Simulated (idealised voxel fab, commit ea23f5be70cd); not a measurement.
process module | voxel self aligned vias
cross-section cut | 290 nm wide | cells 5 nm
A cross-section is a grid of square cells, given in bands from the top down. A band is one or more rows of cells.
Each band's line starts with the height of the band's top and of its bottom, in nm. Then come its materials from left to right, each with its width in nm. One material with "throughout" fills the band from edge to edge. "air" is empty space.
Height 0 is the level under which the wafer as received is all one material. The lowest band goes on downwards, as in "0 down".
A width such as "30 to 40" changes by the same amount from each row of cells to the next, from the band's top row to its bottom row.
"no change" after a step means that no cell of the cross-section changed.
closed voids: empty space of 8 cells or more with no open way to the top, each as width x height at its distance from the left edge, in nm
after a step's settings: what the simulator itself notes on the step
overlay nm, on a step with a mask: how far to the right of its planned place the mask lay; to the left if negative
plan
1 op RECEIVE | material Si
2 op CONFORMAL_DEP | material SiO2 | thk nm 15
3 op CONFORMAL_DEP | material SiCN | thk nm 5
4 op DIRECTIONAL_DEP | material SiO2 | thk nm 20
5 op MASKED_ETCH | tone open | mask id LINES | width nm 25 | pitch nm 70 | etch materials SiO2 | depth nm 20 | overlay nm 0
6 op CONFORMAL_DEP | material TiN | thk nm 5
7 op FILL_DEP | material Ru | thk nm 10
8 op CMP | height nm 40
9 op SELECTIVE_ETCH | etch materials W Ru TiN | depth nm 10
10 op FILL_DEP | material SiN | thk nm 5
11 op CMP | height nm 40
12 op DIRECTIONAL_DEP | material SiO2 | thk nm 20
13 op PATTERN | tone open | mask id VIAS | material resist | width nm 45 | thk nm 20 | overlay nm 0
14 op DIRECTIONAL_ETCH | etch materials SiO2 | depth nm 20
15 op DIRECTIONAL_ETCH | etch materials SiN | depth nm 10
16 op STRIP | etch materials resist
17 op CONFORMAL_DEP | material TiN | thk nm 5
18 op FILL_DEP | material W | thk nm 5
19 op CMP | height nm 60
20 op CONFORMAL_DEP | material SiN | thk nm 5
first wafer, as planned
as received, after step 1
  0 down: Si throughout
  closed voids: none
after step 2
  15 to 0: SiO2 throughout
  below 0: unchanged
after step 3
  20 to 15: SiCN throughout
  below 15: unchanged
after step 4
  40 to 20: SiO2 throughout
  below 20: unchanged
after step 5
  40 to 20: SiO2 95 | air 25 | SiO2 45 | air 25 | SiO2 100
  below 20: unchanged
after step 6
  45 to 40: TiN 100 | air 15 | TiN 55 | air 15 | TiN 105
  40 to 25: SiO2 95 | TiN 5 | air 15 | TiN 5 | SiO2 45 | TiN 5 | air 15 | TiN 5 | SiO2 100
  25 to 20: SiO2 95 | TiN 25 | SiO2 45 | TiN 25 | SiO2 100
  below 20: unchanged
after step 7
  55 to 45: Ru throughout
  45 to 40: TiN 100 | Ru 15 | TiN 55 | Ru 15 | TiN 105
  40 to 25: SiO2 95 | TiN 5 | Ru 15 | TiN 5 | SiO2 45 | TiN 5 | Ru 15 | TiN 5 | SiO2 100
  below 25: unchanged
after step 8
  40 to 25: SiO2 95 | TiN 5 | Ru 15 | TiN 5 | SiO2 45 | TiN 5 | Ru 15 | TiN 5 | SiO2 100
  below 25: unchanged
after step 9
  40 to 30: SiO2 95 | air 25 | SiO2 45 | air 25 | SiO2 100
  below 30: unchanged
after step 10
  45 to 40: SiN throughout
  40 to 30: SiO2 95 | SiN 25 | SiO2 45 | SiN 25 | SiO2 100
  below 30: unchanged
after step 11
  40 to 30: SiO2 95 | SiN 25 | SiO2 45 | SiN 25 | SiO2 100
  below 30: unchanged
after step 12
  60 to 40: SiO2 throughout
  below 40: unchanged
after step 13
  80 to 60: resist 85 | air 45 | resist 160
  below 60: unchanged
after step 14
  80 to 60: resist 85 | air 45 | resist 160
  60 to 40: SiO2 85 | air 45 | SiO2 160
  below 40: unchanged
after step 15
  80 to 60: resist 85 | air 45 | resist 160
  60 to 40: SiO2 85 | air 45 | SiO2 160
  40 to 30: SiO2 95 | air 25 | SiO2 45 | SiN 25 | SiO2 100
  below 30: unchanged
after step 16
  60 to 40: SiO2 85 | air 45 | SiO2 160
  below 40: unchanged
after step 17
  65 to 60: TiN 90 | air 35 | TiN 165
  60 to 45: SiO2 85 | TiN 5 | air 35 | TiN 5 | SiO2 160
  45 to 40: SiO2 85 | TiN 15 | air 15 | TiN 15 | SiO2 160
  40 to 35: SiO2 95 | TiN 5 | air 15 | TiN 5 | SiO2 45 | SiN 25 | SiO2 100
  35 to 30: SiO2 95 | TiN 25 | SiO2 45 | SiN 25 | SiO2 100
  below 30: unchanged
after step 18
  70 to 65: W throughout
  65 to 60: TiN 90 | W 35 | TiN 165
  60 to 45: SiO2 85 | TiN 5 | W 35 | TiN 5 | SiO2 160
  45 to 40: SiO2 85 | TiN 15 | W 15 | TiN 15 | SiO2 160
  40 to 35: SiO2 95 | TiN 5 | W 15 | TiN 5 | SiO2 45 | SiN 25 | SiO2 100
  below 35: unchanged
after step 19
  60 to 45: SiO2 85 | TiN 5 | W 35 | TiN 5 | SiO2 160
  below 45: unchanged
after step 20
  65 to 60: SiN throughout
  below 60: unchanged
second wafer: like start, like plan, one mistake. Through step 12 it matches the first wafer
when step 13 should have ended
  80 to 60: resist 95 | air 45 | resist 150
  below 60: unchanged
when step 14 should have ended
  80 to 60: resist 95 | air 45 | resist 150
  60 to 40: SiO2 95 | air 45 | SiO2 150
  below 40: unchanged
when step 15 should have ended
  80 to 60: resist 95 | air 45 | resist 150
  60 to 40: SiO2 95 | air 45 | SiO2 150
  40 to 30: SiO2 95 | air 25 | SiO2 45 | SiN 25 | SiO2 100
  below 30: unchanged
when step 16 should have ended
  60 to 40: SiO2 95 | air 45 | SiO2 150
  below 40: unchanged
when step 17 should have ended
  65 to 60: TiN 100 | air 35 | TiN 155
  60 to 45: SiO2 95 | TiN 5 | air 35 | TiN 5 | SiO2 150
  45 to 40: SiO2 95 | TiN 5 | air 15 | TiN 25 | SiO2 150
  40 to 35: SiO2 95 | TiN 5 | air 15 | TiN 5 | SiO2 45 | SiN 25 | SiO2 100
  35 to 30: SiO2 95 | TiN 25 | SiO2 45 | SiN 25 | SiO2 100
  below 30: unchanged
when step 18 should have ended
  70 to 65: W throughout
  65 to 60: TiN 100 | W 35 | TiN 155
  60 to 45: SiO2 95 | TiN 5 | W 35 | TiN 5 | SiO2 150
  45 to 40: SiO2 95 | TiN 5 | W 15 | TiN 25 | SiO2 150
  40 to 35: SiO2 95 | TiN 5 | W 15 | TiN 5 | SiO2 45 | SiN 25 | SiO2 100
  below 35: unchanged
when step 19 should have ended
  60 to 45: SiO2 95 | TiN 5 | W 35 | TiN 5 | SiO2 150
  below 45: unchanged
when step 20 should have ended
  65 to 60: SiN throughout
  below 60: unchanged
what went wrong: step 13 ran as: op PATTERN | tone open | mask id VIAS | material resist | width nm 45 | thk nm 20 | overlay nm 10
at the end the second wafer has, in cells: as many of each material as the first, in other places
